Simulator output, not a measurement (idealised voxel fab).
Herein follows the process module entitled voxel gate over fins.
Displayed cross-section: cut, width of 265 nm, square cells sized 5 nm.
The cross-sections in this document take the form of a grid made of square cells. They are written out as bands, in order from top to bottom. Each band consists of one or more rows of cells.
Within each band entry, the heights of the top and of the bottom of the band appear first, in that order and in nm; the materials of the band then follow from left to right, each with its corresponding width in nm. The designation "full width" on a single material indicates that it fills the band from edge to edge; the designation "empty" indicates empty space.
Height 0 is the level under which the wafer as received is all one material. The lowest band goes on downwards, as in "0..down".
Read "30..40" as a graded width: first number on top, second number at the bottom, same change between each pair of neighbouring rows.
Key: "all unchanged" - step with no changed cell in the cross-section.
Any empty space of 8 cells or more lacking an open way to the top shows up in "Closed cavities" as width x height at distance, distance from the left edge, in nm.
Whatever follows a step's settings on its line is a remark the simulator itself makes about that step.
When a step includes a mask, the "overlay nm" setting on its line states how far to the right of its planned place that mask lay, and negative values state how far to the left.
### This section lists the process steps that were planned
1) RECEIVE with material Si
2) CONFORMAL_DEP with material SiN, thk nm 10
3) DIRECTIONAL_DEP with material aC, thk nm 10
4) PATTERN with tone cover, mask id FINS, material resist, width nm 15, pitch nm 50, thk nm 25, overlay nm 0
5) DIRECTIONAL_ETCH with etch materials aC, depth nm 10
6) STRIP with etch materials resist
7) DIRECTIONAL_ETCH with etch materials SiN, depth nm 10
8) DIRECTIONAL_ETCH with etch materials Si, depth nm 30
9) STRIP with etch materials aC
10) FILL_DEP with material SiO2, thk nm 15
11) CMP with height nm 10
12) PATTERN with tone open, mask id RAIL, material resist, width nm 15, thk nm 20, overlay nm 0
13) DIRECTIONAL_ETCH with etch materials SiO2, depth nm 35
14) STRIP with etch materials resist
15) CONFORMAL_DEP with material TiN, thk nm 5
16) FILL_DEP with material Ru, thk nm 5
17) CMP with height nm 10
18) SELECTIVE_ETCH with etch materials W Ru TiN, depth nm 15
19) FILL_DEP with material SiO2, thk nm 5
20) CMP with height nm 10
21) SELECTIVE_ETCH with etch materials SiO2, depth nm 20
22) STRIP with etch materials SiN
23) CONFORMAL_DEP with material HfO2, thk nm 5
24) CONFORMAL_DEP with material TiN, thk nm 5
25) CONFORMAL_DEP with material TiAl, thk nm 5
26) CONFORMAL_DEP with material TiN, thk nm 5
27) FILL_DEP with material W, thk nm 10
28) CMP with height nm 25
29) CONFORMAL_DEP with material SiN, thk nm 5
Quick note for whoever runs this: the wafers start identical, but the depth nm at step 18 isn't the same across them. The plan just shows what the first wafer had.
### Received wafers, first of several: cross-section after step 1
* 0..down = Si full width
* Closed cavities: none
### Per wafer (row), end of module: delta in cells per material since receipt, (+) for gained, (-) for lost; closed voids after that
depth nm 15; +67 HfO2; +3 Ru; -264 Si; +53 SiN; +167 SiO2; +63 TiAl; +132 TiN; +97 W; Closed cavities: none
depth nm 20; +65 HfO2; +2 Ru; -264 Si; +53 SiN; +167 SiO2; +65 TiAl; +133 TiN; +97 W; Closed cavities: none
depth nm 25; +65 HfO2; +1 Ru; -264 Si; +53 SiN; +170 SiO2; +65 TiAl; +131 TiN; +97 W; Closed cavities: none
depth nm 30; +65 HfO2; -264 Si; +53 SiN; +173 SiO2; +65 TiAl; +129 TiN; +97 W; Closed cavities: none
depth nm 35; +65 HfO2; -264 Si; +53 SiN; +176 SiO2; +65 TiAl; +126 TiN; +97 W; Closed cavities: none
depth nm 40; +65 HfO2; -264 Si; +53 SiN; +176 SiO2; +65 TiAl; +126 TiN; +97 W; Closed cavities: none
